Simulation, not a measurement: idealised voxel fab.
process module | voxel self aligned contacts
Xsec cut, 185 nm wide, square cell size 5 nm.
Each cross-section below is a grid of square cells, stated as bands in top-down order, with one or more rows of cells making up each band.
In this notation a band is specified by the heights of its top and bottom, in that order and in nm, after which its materials appear from left to right, each paired with its width in nm. The word "all across" attached to a single material means that material fills the band from edge to edge; the word "empty" stands for empty space.
Heights from 0 (as-received wafer is one material below). Bottom band endless downward, as "0 down".
A width given as "30..40" starts at the first number in the band's top row and ends at the second number in its bottom row, shifting by an equal amount at every step from row to row.
"identical to before" after a step means that no cell of the cross-section changed.
The list in "Closed void entries" covers empty spaces of 8 cells or more that cannot reach the top through any open way, and it gives each as width x height at distance; the distance is from the left edge, and width, height and distance are in nm.
If you see something after the settings on a step's line, that's the simulator's own remark about that step.
overlay nm: where the mask lay relative to plan, measured to the right, on steps with a mask; negatives go left.
THE PROCESS STEPS THAT WERE PLANNED ARE LISTED BELOW
1: RECEIVE | material Si
2: CONFORMAL_DEP | material SiO2 | thk nm 5
3: DIRECTIONAL_DEP | material polySi | thk nm 20
4: DIRECTIONAL_DEP | material SiN | thk nm 15
5: DIRECTIONAL_DEP | material aC | thk nm 10
6: PATTERN | tone cover | mask id GATE | material resist | width nm 30 | pitch nm 65 | thk nm 30 | overlay nm 0
7: DIRECTIONAL_ETCH | etch materials aC | depth nm 10
8: STRIP | etch materials resist
9: DIRECTIONAL_ETCH | etch materials SiN | depth nm 15
10: DIRECTIONAL_ETCH | etch materials polySi | depth nm 20
11: STRIP | etch materials aC
12: CONFORMAL_DEP | material SiN | thk nm 5
13: DIRECTIONAL_ETCH | etch materials SiN | depth nm 5
14: FILL_DEP | material SiO2 | thk nm 15
15: CMP | height nm 45
16: DIRECTIONAL_DEP | material aC | thk nm 15
17: PATTERN | tone open | mask id CONTACT | material resist | width nm 45 | thk nm 30 | overlay nm 0
18: DIRECTIONAL_ETCH | etch materials aC | depth nm 15
19: STRIP | etch materials resist
20: DIRECTIONAL_ETCH | etch materials SiO2 | depth nm 45
21: STRIP | etch materials aC
22: CONFORMAL_DEP | material TiN | thk nm 5
23: FILL_DEP | material W | thk nm 10
24: CMP | height nm 45
25: CONFORMAL_DEP | material SiCN | thk nm 5
FIRST OF TWO WAFERS - AS PLANNED
SHOWN IN CROSS-SECTION IS THE WAFER AS RECEIVED, THAT IS, AS IT STANDS AFTER STEP 1
0 down: Si all across
Closed void entries: none
WAFER XSEC, POST STEP 2
5 to 0: SiO2 all across
Below 0 it's all the same as before, nothing changed down there.
WAFER XSEC, POST STEP 3
25 to 5: polySi all across
Below 5 it's all the same as before, nothing changed down there.
WAFER XSEC, POST STEP 4
40 to 25: SiN all across
Below 25 it's all the same as before, nothing changed down there.
WAFER XSEC, POST STEP 5
50 to 40: aC all across
Below 40 it's all the same as before, nothing changed down there.
WAFER XSEC, POST STEP 6
80 to 50: empty 45; resist 30; empty 35; resist 30; empty 45
Below 50 it's all the same as before, nothing changed down there.
WAFER XSEC, POST STEP 7
70 to 50: empty 45; resist 30; empty 35; resist 30; empty 45
50 to 40: empty 45; aC 30; empty 35; aC 30; empty 45
Below 40 it's all the same as before, nothing changed down there.
WAFER XSEC, POST STEP 8
50 to 40: empty 45; aC 30; empty 35; aC 30; empty 45
Below 40 it's all the same as before, nothing changed down there.
WAFER XSEC, POST STEP 9
50 to 40: empty 45; aC 30; empty 35; aC 30; empty 45
40 to 25: empty 45; SiN 30; empty 35; SiN 30; empty 45
Below 25 it's all the same as before, nothing changed down there.
WAFER XSEC, POST STEP 10
50 to 40: empty 45; aC 30; empty 35; aC 30; empty 45
40 to 25: empty 45; SiN 30; empty 35; SiN 30; empty 45
25 to 5: empty 45; polySi 30; empty 35; polySi 30; empty 45
Below 5 it's all the same as before, nothing changed down there.
WAFER XSEC, POST STEP 11
40 to 25: empty 45; SiN 30; empty 35; SiN 30; empty 45
Below 25 it's all the same as before, nothing changed down there.
WAFER XSEC, POST STEP 12
45 to 25: empty 40; SiN 40; empty 25; SiN 40; empty 40
25 to 10: empty 40; SiN 5; polySi 30; SiN 5; empty 25; SiN 5; polySi 30; SiN 5; empty 40
10 to 5: SiN 45; polySi 30; SiN 35; polySi 30; SiN 45
Below 5 it's all the same as before, nothing changed down there.
WAFER XSEC, POST STEP 13
40 to 25: empty 40; SiN 40; empty 25; SiN 40; empty 40
25 to 5: empty 40; SiN 5; polySi 30; SiN 5; empty 25; SiN 5; polySi 30; SiN 5; empty 40
Below 5 it's all the same as before, nothing changed down there.
WAFER XSEC, POST STEP 14
55 to 40: SiO2 all across
40 to 25: SiO2 40; SiN 40; SiO2 25; SiN 40; SiO2 40
25 to 5: SiO2 40; SiN 5; polySi 30; SiN 5; SiO2 25; SiN 5; polySi 30; SiN 5; SiO2 40
Below 5 it's all the same as before, nothing changed down there.
WAFER XSEC, POST STEP 15
45 to 40: SiO2 all across
Below 40 it's all the same as before, nothing changed down there.
WAFER XSEC, POST STEP 16
60 to 45: aC all across
Below 45 it's all the same as before, nothing changed down there.
WAFER XSEC, POST STEP 17
90 to 60: resist 70; empty 45; resist 70
Below 60 it's all the same as before, nothing changed down there.
WAFER XSEC, POST STEP 18
75 to 60: resist 70; empty 45; resist 70
60 to 45: aC 70; empty 45; aC 70
Below 45 it's all the same as before, nothing changed down there.
WAFER XSEC, POST STEP 19
60 to 45: aC 70; empty 45; aC 70
Below 45 it's all the same as before, nothing changed down there.
WAFER XSEC, POST STEP 20
60 to 45: aC 70; empty 45; aC 70
45 to 40: SiO2 70; empty 45; SiO2 70
40 to 25: SiO2 40; SiN 40; empty 25; SiN 40; SiO2 40
25 to 5: SiO2 40; SiN 5; polySi 30; SiN 5; empty 25; SiN 5; polySi 30; SiN 5; SiO2 40
5 to 0: SiO2 80; empty 25; SiO2 80
Below 0 it's all the same as before, nothing changed down there.
WAFER XSEC, POST STEP 21
45 to 40: SiO2 70; empty 45; SiO2 70
Below 40 it's all the same as before, nothing changed down there.
WAFER XSEC, POST STEP 22
50 to 45: TiN 75; empty 35; TiN 75
45 to 40: SiO2 70; TiN 15; empty 15; TiN 15; SiO2 70
40 to 25: SiO2 40; SiN 40; TiN 5; empty 15; TiN 5; SiN 40; SiO2 40
25 to 5: SiO2 40; SiN 5; polySi 30; SiN 5; TiN 5; empty 15; TiN 5; SiN 5; polySi 30; SiN 5; SiO2 40
5 to 0: SiO2 80; TiN 25; SiO2 80
Below 0 it's all the same as before, nothing changed down there.
WAFER XSEC, POST STEP 23
60 to 50: W all across
50 to 45: TiN 75; W 35; TiN 75
45 to 40: SiO2 70; TiN 15; W 15; TiN 15; SiO2 70
40 to 25: SiO2 40; SiN 40; TiN 5; W 15; TiN 5; SiN 40; SiO2 40
25 to 5: SiO2 40; SiN 5; polySi 30; SiN 5; TiN 5; W 15; TiN 5; SiN 5; polySi 30; SiN 5; SiO2 40
Below 5 it's all the same as before, nothing changed down there.
WAFER XSEC, POST STEP 24
45 to 40: SiO2 70; TiN 15; W 15; TiN 15; SiO2 70
Below 40 it's all the same as before, nothing changed down there.
WAFER XSEC, POST STEP 25
50 to 45: SiCN all across
Below 45 it's all the same as before, nothing changed down there.
SECOND WAFER, SAME STARTING STATE AND PLAN AS THE FIRST, ONE MISTAKE IN THE RUN, IDENTICAL THROUGH STEP 11
SECOND WAFER, CUT VIEW, END OF STEP 12 PER PLAN
45 to 40: empty 40; SiO2 40; empty 25; SiO2 40; empty 40
40 to 25: empty 40; SiO2 5; SiN 30; SiO2 5; empty 25; SiO2 5; SiN 30; SiO2 5; empty 40
25 to 10: empty 40; SiO2 5; polySi 30; SiO2 5; empty 25; SiO2 5; polySi 30; SiO2 5; empty 40
10 to 5: SiO2 45; polySi 30; SiO2 35; polySi 30; SiO2 45
Below 5 it's all the same as before, nothing changed down there.
Second wafer, cut view, end of step 13 per plan: identical to before
SECOND WAFER, CUT VIEW, END OF STEP 14 PER PLAN
60 to 40: SiO2 all across
40 to 25: SiO2 45; SiN 30; SiO2 35; SiN 30; SiO2 45
25 to 5: SiO2 45; polySi 30; SiO2 35; polySi 30; SiO2 45
Below 5 it's all the same as before, nothing changed down there.
SECOND WAFER, CUT VIEW, END OF STEP 15 PER PLAN
45 to 40: SiO2 all across
Below 40 it's all the same as before, nothing changed down there.
SECOND WAFER, CUT VIEW, END OF STEP 16 PER PLAN
60 to 45: aC all across
Below 45 it's all the same as before, nothing changed down there.
SECOND WAFER, CUT VIEW, END OF STEP 17 PER PLAN
90 to 60: resist 70; empty 45; resist 70
Below 60 it's all the same as before, nothing changed down there.
SECOND WAFER, CUT VIEW, END OF STEP 18 PER PLAN
75 to 60: resist 70; empty 45; resist 70
60 to 45: aC 70; empty 45; aC 70
Below 45 it's all the same as before, nothing changed down there.
SECOND WAFER, CUT VIEW, END OF STEP 19 PER PLAN
60 to 45: aC 70; empty 45; aC 70
Below 45 it's all the same as before, nothing changed down there.
SECOND WAFER, CUT VIEW, END OF STEP 20 PER PLAN
60 to 45: aC 70; empty 45; aC 70
45 to 40: SiO2 70; empty 45; SiO2 70
40 to 25: SiO2 45; SiN 30; empty 35; SiN 30; SiO2 45
25 to 5: SiO2 45; polySi 30; empty 35; polySi 30; SiO2 45
5 to 0: SiO2 75; empty 35; SiO2 75
Below 0 it's all the same as before, nothing changed down there.
SECOND WAFER, CUT VIEW, END OF STEP 21 PER PLAN
45 to 40: SiO2 70; empty 45; SiO2 70
Below 40 it's all the same as before, nothing changed down there.
SECOND WAFER, CUT VIEW, END OF STEP 22 PER PLAN
50 to 45: TiN 75; empty 35; TiN 75
45 to 40: SiO2 70; TiN 10; empty 25; TiN 10; SiO2 70
40 to 25: SiO2 45; SiN 30; TiN 5; empty 25; TiN 5; SiN 30; SiO2 45
25 to 5: SiO2 45; polySi 30; TiN 5; empty 25; TiN 5; polySi 30; SiO2 45
5 to 0: SiO2 75; TiN 35; SiO2 75
Below 0 it's all the same as before, nothing changed down there.
SECOND WAFER, CUT VIEW, END OF STEP 23 PER PLAN
60 to 50: W all across
50 to 45: TiN 75; W 35; TiN 75
45 to 40: SiO2 70; TiN 10; W 25; TiN 10; SiO2 70
40 to 25: SiO2 45; SiN 30; TiN 5; W 25; TiN 5; SiN 30; SiO2 45
25 to 5: SiO2 45; polySi 30; TiN 5; W 25; TiN 5; polySi 30; SiO2 45
Below 5 it's all the same as before, nothing changed down there.
SECOND WAFER, CUT VIEW, END OF STEP 24 PER PLAN
45 to 40: SiO2 70; TiN 10; W 25; TiN 10; SiO2 70
Below 40 it's all the same as before, nothing changed down there.
SECOND WAFER, CUT VIEW, END OF STEP 25 PER PLAN
50 to 45: SiCN all across
Below 45 it's all the same as before, nothing changed down there.
Misprocessing identified: step 12 ran differently from the plan; actual operation with settings: CONFORMAL_DEP | material SiO2 | thk nm 5
The second wafer ends with more or fewer cells of some materials than the first, per final count: 28 fewer of SiN, 12 more of SiO2, 16 more of W
